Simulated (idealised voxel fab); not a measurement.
This section sets out a process module, namely voxel gate over fins.
Square cell edge 5 nm, section width 285 nm, ID cut.
Cross-section layout: square cells on a grid; listed as bands, top to bottom; a band spans one or more cell rows.
Per band: top height and bottom height in nm, followed by the left-to-right materials and their widths in nm; "full width" marks a single material spanning edge to edge, "empty" marks empty space.
Heads up on the height convention: 0 is the point under which the incoming wafer is all one material, and the lowest band has no bottom, it just keeps going down, like "0..down".
When a width is written as two numbers, as in "30 to 40", the first number is the width in the top row of cells of the band and the second is the width in its bottom row, and the width changes by the same amount from each row to the next.
Where a step carries "nothing changed", the cross-section came out of it unchanged, cell for cell.
This entry, "Closed void entries", enumerates those empty regions of no fewer than 8 cells that possess no open connection to the top. Each region is reported in the form width x height at distance, the distance being taken from the left edge, with all three quantities expressed in nm.
Note: text after step settings on the step line = simulator remark on that step.
overlay nm: for a step with a mask, the amount by which the mask lay right of where it was planned; a negative amount means left of it.
**Listed below are the process steps as planned**
step 1: op RECEIVE | material Si
step 2: op CONFORMAL_DEP | material SiN | thk nm 5
step 3: op MASKED_ETCH | tone cover | mask id FINS | width nm 15 | pitch nm 55 | etch materials SiN | depth nm 5 | overlay nm 0
step 4: op MASKED_ETCH | tone cover | mask id FINS | width nm 15 | pitch nm 55 | etch materials Si | depth nm 40 | overlay nm 0
step 5: op OXIDIZE | depth nm 5
step 6: op FILL_DEP | material SiO2 | thk nm 15
step 7: op CMP | height nm 5
step 8: op MASKED_ETCH | tone open | mask id RAIL | width nm 15 | etch materials SiO2 | depth nm 40 | overlay nm 0
step 9: op CONFORMAL_DEP | material TiN | thk nm 5
step 10: op FILL_DEP | material W | thk nm 5
step 11: op CMP | height nm 5
step 12: op SELECTIVE_ETCH | etch materials W Ru TiN | depth nm 25
step 13: op FILL_DEP | material SiO2 | thk nm 5
step 14: op CMP | height nm 5
step 15: op SELECTIVE_ETCH | etch materials SiO2 | depth nm 20
step 16: op STRIP | etch materials SiN
step 17: op CONFORMAL_DEP | material HfO2 | thk nm 5
step 18: op CONFORMAL_DEP | material TiN | thk nm 5
step 19: op FILL_DEP | material W | thk nm 15
step 20: op CMP | height nm 20
step 21: op CONFORMAL_DEP | material SiCN | thk nm 5
Quick note for whoever runs this: the wafers start identical, but the width nm at step 4 isn't the same across them. The plan just shows what the first wafer had.
**Cross-section of the first incoming wafer of several, state after step 1**
> 0..down: Si full width
> Closed void entries: none
**The figure below presents a cross-section of the first of several wafers at the conclusion of the module, following its last step, step 21**
> 25..20: SiCN full width
> 20..10: W full width
> 10..5: 45 of W, then 25 of TiN, then 30 of W, then 25 of TiN, then 30 of W, then 25 of TiN, then 30 of W, then 25 of TiN, then 50 of W
> 5..0: 45 of W, then 5 of TiN, then 15 of HfO2, then 5 of TiN, then 30 of W, then 5 of TiN, then 15 of HfO2, then 5 of TiN, then 30 of W, then 5 of TiN, then 15 of HfO2, then 5 of TiN, then 30 of W, then 5 of TiN, then 15 of HfO2, then 5 of TiN, then 50 of W
> 0..-5: 45 of W, then 5 of TiN, then 5 of HfO2, then 5 of Si, then 5 of HfO2, then 5 of TiN, then 30 of W, then 5 of TiN, then 5 of HfO2, then 5 of Si, then 5 of HfO2, then 5 of TiN, then 30 of W, then 5 of TiN, then 5 of HfO2, then 5 of Si, then 5 of HfO2, then 5 of TiN, then 30 of W, then 5 of TiN, then 5 of HfO2, then 5 of Si, then 5 of HfO2, then 5 of TiN, then 50 of W
> -5..-10: 50 of TiN, then 5 of HfO2, then 5 of Si, then 5 of HfO2, then 40 of TiN, then 5 of HfO2, then 5 of Si, then 5 of HfO2, then 40 of TiN, then 5 of HfO2, then 5 of Si, then 5 of HfO2, then 40 of TiN, then 5 of HfO2, then 5 of Si, then 5 of HfO2, then 55 of TiN
> -10..-15: 55 of HfO2, then 5 of Si, then 50 of HfO2, then 5 of Si, then 50 of HfO2, then 5 of Si, then 50 of HfO2, then 5 of Si, then 60 of HfO2
> -15..-20: 55 of SiO2, then 5 of Si, then 50 of SiO2, then 5 of Si, then 50 of SiO2, then 5 of Si, then 50 of SiO2, then 5 of Si, then 60 of SiO2
> -20..-30: 55 of SiO2, then 5 of Si, then 15 of SiO2, then 5 of TiN, then 5 of W, then 5 of TiN, then 20 of SiO2, then 5 of Si, then 50 of SiO2, then 5 of Si, then 50 of SiO2, then 5 of Si, then 60 of SiO2
> -30..-35: 55 of SiO2, then 5 of Si, then 15 of SiO2, then 15 of TiN, then 20 of SiO2, then 5 of Si, then 50 of SiO2, then 5 of Si, then 50 of SiO2, then 5 of Si, then 60 of SiO2
> -35..-45: 55 of SiO2, then 5 of Si, then 50 of SiO2, then 5 of Si, then 50 of SiO2, then 5 of Si, then 50 of SiO2, then 5 of Si, then 60 of SiO2
> -45..down: Si full width
> Closed void entries: none
**Last wafer x-sec, end of module**
> 25..20: SiCN full width
> 20..10: W full width
> 10..5: 45 of W, then 25 of TiN, then 30 of W, then 25 of TiN, then 30 of W, then 25 of TiN, then 30 of W, then 25 of TiN, then 50 of W
> 5..0: 40 of W, then 10 of TiN, then 15 of HfO2, then 15 of TiN, then 15 of W, then 10 of TiN, then 15 of HfO2, then 15 of TiN, then 15 of W, then 10 of TiN, then 15 of HfO2, then 15 of TiN, then 15 of W, then 10 of TiN, then 15 of HfO2, then 15 of TiN, then 40 of W
> 0..-5: 40 of W, then 5 of TiN, then 10 of HfO2, then 5 of Si, then 15 of HfO2, then 5 of TiN, then 15 of W, then 5 of TiN, then 10 of HfO2, then 5 of Si, then 15 of HfO2, then 5 of TiN, then 15 of W, then 5 of TiN, then 10 of HfO2, then 5 of Si, then 15 of HfO2, then 5 of TiN, then 15 of W, then 5 of TiN, then 10 of HfO2, then 5 of Si, then 15 of HfO2, then 5 of TiN, then 40 of W
> -5..-10: 45 of TiN, then 5 of HfO2, then 20 of Si, then 5 of HfO2, then 25 of TiN, then 5 of HfO2, then 20 of Si, then 5 of HfO2, then 25 of TiN, then 5 of HfO2, then 20 of Si, then 5 of HfO2, then 25 of TiN, then 5 of HfO2, then 20 of Si, then 5 of HfO2, then 45 of TiN
> -10..-15: 50 of HfO2, then 20 of Si, then 35 of HfO2, then 20 of Si, then 35 of HfO2, then 20 of Si, then 35 of HfO2, then 20 of Si, then 50 of HfO2
> -15..-20: 50 of SiO2, then 20 of Si, then 35 of SiO2, then 20 of Si, then 35 of SiO2, then 20 of Si, then 35 of SiO2, then 20 of Si, then 50 of SiO2
> -20..-30: 50 of SiO2, then 20 of Si, then 5 of SiO2, then 5 of TiN, then 5 of W, then 5 of TiN, then 15 of SiO2, then 20 of Si, then 35 of SiO2, then 20 of Si, then 35 of SiO2, then 20 of Si, then 50 of SiO2
> -30..-35: 50 of SiO2, then 20 of Si, then 5 of SiO2, then 15 of TiN, then 15 of SiO2, then 20 of Si, then 35 of SiO2, then 20 of Si, then 35 of SiO2, then 20 of Si, then 50 of SiO2
> -35..-45: 50 of SiO2, then 20 of Si, then 35 of SiO2, then 20 of Si, then 35 of SiO2, then 20 of Si, then 35 of SiO2, then 20 of Si, then 50 of SiO2
> -45..down: Si full width
> Closed void entries: none
**The rows of the table below are wafers. Looking at the end of the module, a row counts, for every material, the cells the wafer has gained, shown as (+), or lost, shown as (-), since it was received; its closed voids come next**
width nm 15; +81 HfO2; -477 Si; +57 SiCN; +309 SiO2; +88 TiN; +227 W; Closed void entries: none
width nm 20; +81 HfO2; -445 Si; +57 SiCN; +285 SiO2; +88 TiN; +219 W; Closed void entries: none
width nm 25; +81 HfO2; -413 Si; +57 SiCN; +261 SiO2; +88 TiN; +211 W; Closed void entries: none
width nm 30; +81 HfO2; -381 Si; +57 SiCN; +237 SiO2; +88 TiN; +203 W; Closed void entries: none
